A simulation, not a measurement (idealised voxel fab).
process module | voxel ribs on slabs
The width of the displayed cross-section, cut, is 285 nm; its cells are square, with a size of 5 nm.
Cross-section = grid of square cells, listed top down in bands; band = one or more rows.
Per band: top height and bottom height in nm, followed by the left-to-right materials and their widths in nm; "edge to edge" marks a single material spanning edge to edge, "air" marks empty space.
Ref level 0: as-received wafer is one material below here. Bottom band extends down with no lower bound ("from 0 down").
A two-number width, for instance "30->40", indicates that the width is equal to the first number in the top row of the band and to the second number in the bottom row, and that it changes by a constant amount per row of cells.
"left unchanged" (step): cross-section cells unchanged, all of them.
Entry "Listed closed voids" = empty spaces >= 8 cells with no open way to the top; each as width x height at distance, distance from left edge, all nm.
Anything after a step's settings on that line? It's the simulator's own note about the step.
You can add "overlay nm" to a step's line. For a step with a mask, it describes how far the mask lay to the right of its planned position, and a negative number describes a lay to the left.

Planned step list for the process
step 1: RECEIVE (material Si)
step 2: DIRECTIONAL_DEP (material SiO2; thk nm 30)
step 3: DIRECTIONAL_DEP (material SiN; thk nm 20)
step 4: MASKED_ETCH (tone cover; mask id RIB; width nm 25; etch materials SiN; depth nm 15; overlay nm 0)
step 5: PATTERN (tone cover; mask id SLAB; material resist; width nm 65; thk nm 15; overlay nm 0)
step 6: DIRECTIONAL_ETCH (etch materials SiN; depth nm 5)
step 7: STRIP (etch materials resist)
step 8: FILL_DEP (material SiO2; thk nm 25)
step 9: CMP (height nm 70)
step 10: DIRECTIONAL_DEP (material TiN; thk nm 10)
step 11: DIRECTIONAL_DEP (material aC; thk nm 15)
step 12: PATTERN (tone cover; mask id HEATER; material resist; width nm 35; thk nm 35; overlay nm 0)
step 13: DIRECTIONAL_ETCH (etch materials aC; depth nm 15)
step 14: STRIP (etch materials resist)
step 15: DIRECTIONAL_ETCH (etch materials TiN; depth nm 10)
step 16: STRIP (etch materials aC)
step 17: CONFORMAL_DEP (material SiO2; thk nm 5)

So this is the incoming wafer in cross-section - it's already been through step 1
from 0 down: Si edge to edge
Listed closed voids: none

Cross-sectional image of the first of two wafers at the end of the module, the run having proceeded as planned
from 85 to 80: air 120 nm; SiO2 45 nm; air 120 nm
from 80 to 75: air 120 nm; SiO2 5 nm; TiN 35 nm; SiO2 5 nm; air 120 nm
from 75 to 70: SiO2 125 nm; TiN 35 nm; SiO2 125 nm
from 70 to 50: SiO2 edge to edge
from 50 to 35: SiO2 130 nm; SiN 25 nm; SiO2 130 nm
from 35 to 30: SiO2 110 nm; SiN 65 nm; SiO2 110 nm
from 30 to 0: SiO2 edge to edge
from 0 down: Si edge to edge
Listed closed voids: none

End-of-module cross-section of the second wafer: identical starting point and process plan to the first, with one processing mistake
from 5 to 0: SiO2 edge to edge
from 0 down: Si edge to edge
Listed closed voids: none
Finding, execution versus plan: it should be noted that step 16 was executed with settings other than those planned, the operation and settings actually applied being STRIP (etch materials SiO2)
Final tally in cells, some materials are higher or lower on the second wafer than on the first: SiN -28, SiO2 -774, TiN -14
